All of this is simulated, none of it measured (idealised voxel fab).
This section sets out a process module, namely voxel trench capacitor.
Cross-sectional view cut (width: 300 nm; square cell size: 5 nm).
Cross-section, as written here: a square-cell grid given band by band from the top down, where a band holds one or more rows of cells.
Band: top height; bottom height; in nm. Then, left to right: material with width in nm, for each material. "edge to edge": a single material spanning edge to edge. "air": empty space.
Height is counted from the level 0, under which the received wafer is composed throughout of one material. The lowest of the bands is not closed at the bottom but continues downward, in the notation "z 0 and below".
The expression "30..40" gives the width at the extremes of the band, the first number at its top row of cells and the second at its bottom row, with the width changing by equal amounts from each row to the next in between.
"all unchanged" -> step changed no cross-section cell.
Basically, "Sealed-off cavities" tells you about the enclosed voids: empty spaces with no open way to the top, 8 cells or bigger, each written width x height at distance, where distance is from the left edge, all in nm.
If you see something after the settings on a step's line, that's the simulator's own remark about that step.
"overlay nm" answers the question of how far to the right of plan the mask lay on a step that has a mask, and when it is negative the answer is to the left.

## Intended process steps
1 RECEIVE | material Si
2 CONFORMAL_DEP | material SiN | thk nm 10
3 PATTERN | tone open | mask id TRENCH | material resist | width nm 30 | pitch nm 60 | thk nm 15 | overlay nm 0
4 DIRECTIONAL_ETCH | etch materials SiN | depth nm 10
5 DIRECTIONAL_ETCH | etch materials Si | depth nm 30
6 STRIP | etch materials resist
7 CONFORMAL_DEP | material HfO2 | thk nm 5
8 CONFORMAL_DEP | material TiN | thk nm 5
9 FILL_DEP | material W | thk nm 10
10 CMP | height nm 10

## Run as planned: first of two wafers

## As-received wafer cross-section (after step 1)
	z 0 and below  Si edge to edge
	Sealed-off cavities: none

## State of the wafer after step 2, shown in cross-section
	z 10 to 0  SiN edge to edge
	Everything below 0 is unchanged.

## State of the wafer after step 3, shown in cross-section
	z 25 to 10  45 of resist  30 of air  30 of resist  30 of air  30 of resist  30 of air  30 of resist  30 of air  45 of resist
	Everything below 10 is unchanged.

## State of the wafer after step 4, shown in cross-section
	z 25 to 10  45 of resist  30 of air  30 of resist  30 of air  30 of resist  30 of air  30 of resist  30 of air  45 of resist
	z 10 to 0  45 of SiN  30 of air  30 of SiN  30 of air  30 of SiN  30 of air  30 of SiN  30 of air  45 of SiN
	Everything below 0 is unchanged.

## State of the wafer after step 5, shown in cross-section
	z 25 to 10  45 of resist  30 of air  30 of resist  30 of air  30 of resist  30 of air  30 of resist  30 of air  45 of resist
	z 10 to 0  45 of SiN  30 of air  30 of SiN  30 of air  30 of SiN  30 of air  30 of SiN  30 of air  45 of SiN
	z 0 to -30  45 of Si  30 of air  30 of Si  30 of air  30 of Si  30 of air  30 of Si  30 of air  45 of Si
	Everything below -30 is unchanged.

## State of the wafer after step 6, shown in cross-section
	z 10 to 0  45 of SiN  30 of air  30 of SiN  30 of air  30 of SiN  30 of air  30 of SiN  30 of air  45 of SiN
	Everything below 0 is unchanged.

## State of the wafer after step 7, shown in cross-section
	z 15 to 10  50 of HfO2  20 of air  40 of HfO2  20 of air  40 of HfO2  20 of air  40 of HfO2  20 of air  50 of HfO2
	z 10 to 0  45 of SiN  5 of HfO2  20 of air  5 of HfO2  30 of SiN  5 of HfO2  20 of air  5 of HfO2  30 of SiN  5 of HfO2  20 of air  5 of HfO2  30 of SiN  5 of HfO2  20 of air  5 of HfO2  45 of SiN
	z 0 to -25  45 of Si  5 of HfO2  20 of air  5 of HfO2  30 of Si  5 of HfO2  20 of air  5 of HfO2  30 of Si  5 of HfO2  20 of air  5 of HfO2  30 of Si  5 of HfO2  20 of air  5 of HfO2  45 of Si
	z -25 to -30  45 of Si  30 of HfO2  30 of Si  30 of HfO2  30 of Si  30 of HfO2  30 of Si  30 of HfO2  45 of Si
	Everything below -30 is unchanged.

## State of the wafer after step 8, shown in cross-section
	z 20 to 15  55 of TiN  10 of air  50 of TiN  10 of air  50 of TiN  10 of air  50 of TiN  10 of air  55 of TiN
	z 15 to 10  50 of HfO2  5 of TiN  10 of air  5 of TiN  40 of HfO2  5 of TiN  10 of air  5 of TiN  40 of HfO2  5 of TiN  10 of air  5 of TiN  40 of HfO2  5 of TiN  10 of air  5 of TiN  50 of HfO2
	z 10 to 0  45 of SiN  5 of HfO2  5 of TiN  10 of air  5 of TiN  5 of HfO2  30 of SiN  5 of HfO2  5 of TiN  10 of air  5 of TiN  5 of HfO2  30 of SiN  5 of HfO2  5 of TiN  10 of air  5 of TiN  5 of HfO2  30 of SiN  5 of HfO2  5 of TiN  10 of air  5 of TiN  5 of HfO2  45 of SiN
	z 0 to -20  45 of Si  5 of HfO2  5 of TiN  10 of air  5 of TiN  5 of HfO2  30 of Si  5 of HfO2  5 of TiN  10 of air  5 of TiN  5 of HfO2  30 of Si  5 of HfO2  5 of TiN  10 of air  5 of TiN  5 of HfO2  30 of Si  5 of HfO2  5 of TiN  10 of air  5 of TiN  5 of HfO2  45 of Si
	z -20 to -25  45 of Si  5 of HfO2  20 of TiN  5 of HfO2  30 of Si  5 of HfO2  20 of TiN  5 of HfO2  30 of Si  5 of HfO2  20 of TiN  5 of HfO2  30 of Si  5 of HfO2  20 of TiN  5 of HfO2  45 of Si
	Everything below -25 is unchanged.

## State of the wafer after step 9, shown in cross-section
	z 30 to 20  W edge to edge
	z 20 to 15  55 of TiN  10 of W  50 of TiN  10 of W  50 of TiN  10 of W  50 of TiN  10 of W  55 of TiN
	z 15 to 10  50 of HfO2  5 of TiN  10 of W  5 of TiN  40 of HfO2  5 of TiN  10 of W  5 of TiN  40 of HfO2  5 of TiN  10 of W  5 of TiN  40 of HfO2  5 of TiN  10 of W  5 of TiN  50 of HfO2
	z 10 to 0  45 of SiN  5 of HfO2  5 of TiN  10 of W  5 of TiN  5 of HfO2  30 of SiN  5 of HfO2  5 of TiN  10 of W  5 of TiN  5 of HfO2  30 of SiN  5 of HfO2  5 of TiN  10 of W  5 of TiN  5 of HfO2  30 of SiN  5 of HfO2  5 of TiN  10 of W  5 of TiN  5 of HfO2  45 of SiN
	z 0 to -20  45 of Si  5 of HfO2  5 of TiN  10 of W  5 of TiN  5 of HfO2  30 of Si  5 of HfO2  5 of TiN  10 of W  5 of TiN  5 of HfO2  30 of Si  5 of HfO2  5 of TiN  10 of W  5 of TiN  5 of HfO2  30 of Si  5 of HfO2  5 of TiN  10 of W  5 of TiN  5 of HfO2  45 of Si
	Everything below -20 is unchanged.

## State of the wafer after step 10, shown in cross-section
	z 10 to 0  45 of SiN  5 of HfO2  5 of TiN  10 of W  5 of TiN  5 of HfO2  30 of SiN  5 of HfO2  5 of TiN  10 of W  5 of TiN  5 of HfO2  30 of SiN  5 of HfO2  5 of TiN  10 of W  5 of TiN  5 of HfO2  30 of SiN  5 of HfO2  5 of TiN  10 of W  5 of TiN  5 of HfO2  45 of SiN
	Everything below 0 is unchanged.

## Notes, second wafer: start = first wafer's, plan = first wafer's, execution had one mistake; history identical to first through step 4

## What the second wafer looks like in cross-section when step 5 should have wrapped up
	z 25 to 10  45 of resist  30 of air  30 of resist  30 of air  30 of resist  30 of air  30 of resist  30 of air  45 of resist
	z 10 to 0  45 of SiN  30 of air  30 of SiN  30 of air  30 of SiN  30 of air  30 of SiN  30 of air  45 of SiN
	z 0 to -35  45 of Si  30 of air  30 of Si  30 of air  30 of Si  30 of air  30 of Si  30 of air  45 of Si
	Everything below -35 is unchanged.

## What the second wafer looks like in cross-section when step 6 should have wrapped up
	z 10 to 0  45 of SiN  30 of air  30 of SiN  30 of air  30 of SiN  30 of air  30 of SiN  30 of air  45 of SiN
	Everything below 0 is unchanged.

## What the second wafer looks like in cross-section when step 7 should have wrapped up
	z 15 to 10  50 of HfO2  20 of air  40 of HfO2  20 of air  40 of HfO2  20 of air  40 of HfO2  20 of air  50 of HfO2
	z 10 to 0  45 of SiN  5 of HfO2  20 of air  5 of HfO2  30 of SiN  5 of HfO2  20 of air  5 of HfO2  30 of SiN  5 of HfO2  20 of air  5 of HfO2  30 of SiN  5 of HfO2  20 of air  5 of HfO2  45 of SiN
	z 0 to -30  45 of Si  5 of HfO2  20 of air  5 of HfO2  30 of Si  5 of HfO2  20 of air  5 of HfO2  30 of Si  5 of HfO2  20 of air  5 of HfO2  30 of Si  5 of HfO2  20 of air  5 of HfO2  45 of Si
	z -30 to -35  45 of Si  30 of HfO2  30 of Si  30 of HfO2  30 of Si  30 of HfO2  30 of Si  30 of HfO2  45 of Si
	Everything below -35 is unchanged.

## What the second wafer looks like in cross-section when step 8 should have wrapped up
	z 20 to 15  55 of TiN  10 of air  50 of TiN  10 of air  50 of TiN  10 of air  50 of TiN  10 of air  55 of TiN
	z 15 to 10  50 of HfO2  5 of TiN  10 of air  5 of TiN  40 of HfO2  5 of TiN  10 of air  5 of TiN  40 of HfO2  5 of TiN  10 of air  5 of TiN  40 of HfO2  5 of TiN  10 of air  5 of TiN  50 of HfO2
	z 10 to 0  45 of SiN  5 of HfO2  5 of TiN  10 of air  5 of TiN  5 of HfO2  30 of SiN  5 of HfO2  5 of TiN  10 of air  5 of TiN  5 of HfO2  30 of SiN  5 of HfO2  5 of TiN  10 of air  5 of TiN  5 of HfO2  30 of SiN  5 of HfO2  5 of TiN  10 of air  5 of TiN  5 of HfO2  45 of SiN
	z 0 to -25  45 of Si  5 of HfO2  5 of TiN  10 of air  5 of TiN  5 of HfO2  30 of Si  5 of HfO2  5 of TiN  10 of air  5 of TiN  5 of HfO2  30 of Si  5 of HfO2  5 of TiN  10 of air  5 of TiN  5 of HfO2  30 of Si  5 of HfO2  5 of TiN  10 of air  5 of TiN  5 of HfO2  45 of Si
	z -25 to -30  45 of Si  5 of HfO2  20 of TiN  5 of HfO2  30 of Si  5 of HfO2  20 of TiN  5 of HfO2  30 of Si  5 of HfO2  20 of TiN  5 of HfO2  30 of Si  5 of HfO2  20 of TiN  5 of HfO2  45 of Si
	Everything below -30 is unchanged.

## What the second wafer looks like in cross-section when step 9 should have wrapped up
	z 30 to 20  W edge to edge
	z 20 to 15  55 of TiN  10 of W  50 of TiN  10 of W  50 of TiN  10 of W  50 of TiN  10 of W  55 of TiN
	z 15 to 10  50 of HfO2  5 of TiN  10 of W  5 of TiN  40 of HfO2  5 of TiN  10 of W  5 of TiN  40 of HfO2  5 of TiN  10 of W  5 of TiN  40 of HfO2  5 of TiN  10 of W  5 of TiN  50 of HfO2
	z 10 to 0  45 of SiN  5 of HfO2  5 of TiN  10 of W  5 of TiN  5 of HfO2  30 of SiN  5 of HfO2  5 of TiN  10 of W  5 of TiN  5 of HfO2  30 of SiN  5 of HfO2  5 of TiN  10 of W  5 of TiN  5 of HfO2  30 of SiN  5 of HfO2  5 of TiN  10 of W  5 of TiN  5 of HfO2  45 of SiN
	z 0 to -25  45 of Si  5 of HfO2  5 of TiN  10 of W  5 of TiN  5 of HfO2  30 of Si  5 of HfO2  5 of TiN  10 of W  5 of TiN  5 of HfO2  30 of Si  5 of HfO2  5 of TiN  10 of W  5 of TiN  5 of HfO2  30 of Si  5 of HfO2  5 of TiN  10 of W  5 of TiN  5 of HfO2  45 of Si
	Everything below -25 is unchanged.

## What the second wafer looks like in cross-section when step 10 should have wrapped up
	z 10 to 0  45 of SiN  5 of HfO2  5 of TiN  10 of W  5 of TiN  5 of HfO2  30 of SiN  5 of HfO2  5 of TiN  10 of W  5 of TiN  5 of HfO2  30 of SiN  5 of HfO2  5 of TiN  10 of W  5 of TiN  5 of HfO2  30 of SiN  5 of HfO2  5 of TiN  10 of W  5 of TiN  5 of HfO2  45 of SiN
	Everything below 0 is unchanged.
Here's what went sideways: in deviation from the planned setting, step 5 was conducted as DIRECTIONAL_ETCH | etch materials Si | depth nm 35
At the finish, the second wafer shows more or fewer cells for some materials than the first does: +8 HfO2, -24 Si, +8 TiN, +8 W
